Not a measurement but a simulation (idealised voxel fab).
process module | voxel tone inversion
cross-section cut | 160 nm wide | cells 5 nm
A cross-section is a grid of square cells, given in bands from the top down. A band is one or more rows of cells.
Each band's line starts with the height of the band's top and of its bottom, in nm. Then come its materials from left to right, each with its width in nm. One material with "throughout" fills the band from edge to edge. "air" is empty space.
Height 0 is the level under which the wafer as received is all one material. The lowest band goes on downwards, as in "0 down".
A width such as "30 to 40" changes by the same amount from each row of cells to the next, from the band's top row to its bottom row.
"no change" after a step means that no cell of the cross-section changed.
closed voids: empty space of 8 cells or more with no open way to the top, each as width x height at its distance from the left edge, in nm
after a step's settings: what the simulator itself notes on the step
overlay nm, on a step with a mask: how far to the right of its planned place the mask lay; to the left if negative
plan
1 op RECEIVE | material Si
2 op CONFORMAL_DEP | material SiCN | thk nm 5
3 op DIRECTIONAL_DEP | material polySi | thk nm 25
4 op PATTERN | tone cover | mask id POSTS | material resist | width nm 25 | pitch nm 50 | thk nm 35 | overlay nm 0
5 op DIRECTIONAL_ETCH | etch materials polySi | depth nm 25
6 op STRIP | etch materials resist
7 op FILL_DEP | material SiO2 | thk nm 10
8 op CMP | height nm 30
9 op STRIP | etch materials polySi
as received, after step 1
  0 down: Si throughout
  closed voids: none
a wafer at the end: this start, this plan, one mistake
  30 to 25: SiCN throughout
  25 to 0: polySi throughout
  0 down: Si throughout
  closed voids: none
what went wrong: steps 2 and 3 were swapped
